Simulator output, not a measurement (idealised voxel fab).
process module | voxel capacitor over wiring
cross-section cut | 210 nm wide | cells 5 nm
A cross-section is a grid of square cells, given in bands from the top down. A band is one or more rows of cells.
Each band's line starts with the height of the band's top and of its bottom, in nm. Then come its materials from left to right, each with its width in nm. One material with "throughout" fills the band from edge to edge. "air" is empty space.
Height 0 is the level under which the wafer as received is all one material. The lowest band goes on downwards, as in "0 down".
A width such as "30 to 40" changes by the same amount from each row of cells to the next, from the band's top row to its bottom row.
"no change" after a step means that no cell of the cross-section changed.
closed voids: empty space of 8 cells or more with no open way to the top, each as width x height at its distance from the left edge, in nm
after a step's settings: what the simulator itself notes on the step
overlay nm, on a step with a mask: how far to the right of its planned place the mask lay; to the left if negative
plan
1 op RECEIVE | material Si
2 op CONFORMAL_DEP | material SiO2 | thk nm 15
3 op CONFORMAL_DEP | material SiCN | thk nm 5
4 op DIRECTIONAL_DEP | material SiO2 | thk nm 20
5 op PATTERN | tone open | mask id METAL_1 | material resist | width nm 20 | pitch nm 80 | thk nm 15 | overlay nm 0
6 op DIRECTIONAL_ETCH | etch materials SiO2 | depth nm 20
7 op DIRECTIONAL_ETCH | etch materials SiCN | depth nm 5
8 op STRIP | etch materials resist
9 op CONFORMAL_DEP | material TiN | thk nm 5
10 op FILL_DEP | material W | thk nm 10
11 op CMP | height nm 40
12 op EPI | material Ru | thk nm 5
13 op FILL_DEP | material SiCN | thk nm 5
14 op DIRECTIONAL_DEP | material lowk | thk nm 15
15 op MASKED_ETCH | tone open | mask id PLUG_1 | width nm 15 | etch materials lowk | depth nm 15 | overlay nm 0
16 op MASKED_ETCH | tone open | mask id PLUG_1 | width nm 15 | etch materials SiCN | depth nm 5 | overlay nm 0
17 op EPI | material Ru | thk nm 10
18 op EPI | material Ru | thk nm 10
19 op DIRECTIONAL_DEP | material TiN | thk nm 5
20 op DIRECTIONAL_DEP | material HfO2 | thk nm 5
21 op DIRECTIONAL_DEP | material TiN | thk nm 5
22 op PATTERN | tone cover | mask id UPPER_PLATE | material resist | width nm 65 | thk nm 20 | overlay nm 0
23 op DIRECTIONAL_ETCH | etch materials TiN | depth nm 5
24 op DIRECTIONAL_ETCH | etch materials HfO2 | depth nm 5
25 op STRIP | etch materials resist
26 op MASKED_ETCH | tone cover | mask id LOWER_PLATE | width nm 75 | etch materials TiN | depth nm 5 | overlay nm 0
27 op FILL_DEP | material SiO2 | thk nm 20
28 op CMP | height nm 95
29 op PATTERN | tone open | mask id PLUG_2 | material resist | width nm 15 | thk nm 20 | overlay nm 0
30 op DIRECTIONAL_ETCH | etch materials SiO2 | depth nm 15
31 op STRIP | etch materials resist
32 op CONFORMAL_DEP | material TiN | thk nm 5
33 op FILL_DEP | material Cu | thk nm 10
34 op CMP | height nm 95
35 op CONFORMAL_DEP | material SiN | thk nm 5
varied across the wafers: thk nm of step 19. The plan shows the first wafer's value. All wafers start alike
first wafer as received, after step 1
  0 down: Si throughout
  closed voids: none
first wafer at the end, after step 35
  100 to 95: SiN throughout
  95 to 85: SiO2 70 | TiN 5 | Cu 5 | TiN 5 | SiO2 125
  85 to 75: SiO2 70 to 60 | TiN 15 to 65 | SiO2 125 to 85
  75 to 70: SiO2 60 | HfO2 65 | SiO2 85
  70 to 65: SiO2 55 | TiN 75 | SiO2 80
  65 to 50: lowk 60 | Ru 15 | lowk 135
  50 to 45: SiCN 60 | Ru 15 | SiCN 135
  45 to 40: SiCN 50 | Ru 30 | SiCN 50 | Ru 30 | SiCN 50
  40 to 20: SiO2 55 | TiN 5 | W 10 | TiN 5 | SiO2 60 | TiN 5 | W 10 | TiN 5 | SiO2 55
  20 to 15: SiCN 55 | TiN 20 | SiCN 60 | TiN 20 | SiCN 55
  15 to 0: SiO2 throughout
  0 down: Si throughout
  closed voids: none
last wafer at the end
  100 to 95: SiN throughout
  95 to 90: SiO2 60 | TiN 65 | SiO2 85
  90 to 85: SiO2 60 | HfO2 65 | SiO2 85
  85 to 80: SiO2 55 | TiN 75 | SiO2 80
  80 to 65: TiN throughout
  65 to 50: lowk 60 | Ru 15 | lowk 135
  50 to 45: SiCN 60 | Ru 15 | SiCN 135
  45 to 40: SiCN 50 | Ru 30 | SiCN 50 | Ru 30 | SiCN 50
  40 to 20: SiO2 55 | TiN 5 | W 10 | TiN 5 | SiO2 60 | TiN 5 | W 10 | TiN 5 | SiO2 55
  20 to 15: SiCN 55 | TiN 20 | SiCN 60 | TiN 20 | SiCN 55
  15 to 0: SiO2 throughout
  0 down: Si throughout
  closed voids: none
each wafer at the end: cells of each material gained (+) or lost (-) since it was received, then its closed voids
thk nm 5 | +2 Cu | +13 HfO2 | +24 Ru | +103 SiCN | +42 SiN | +464 SiO2 | +59 TiN | +16 W | +117 lowk | closed voids: none
thk nm 10 | +1 Cu | +13 HfO2 | +24 Ru | +103 SiCN | +42 SiN | +425 SiO2 | +99 TiN | +16 W | +117 lowk | closed voids: none
thk nm 15 | +13 HfO2 | +24 Ru | +103 SiCN | +42 SiN | +386 SiO2 | +139 TiN | +16 W | +117 lowk | closed voids: none
thk nm 20 | +13 HfO2 | +24 Ru | +103 SiCN | +42 SiN | +347 SiO2 | +178 TiN | +16 W | +117 lowk | closed voids: none
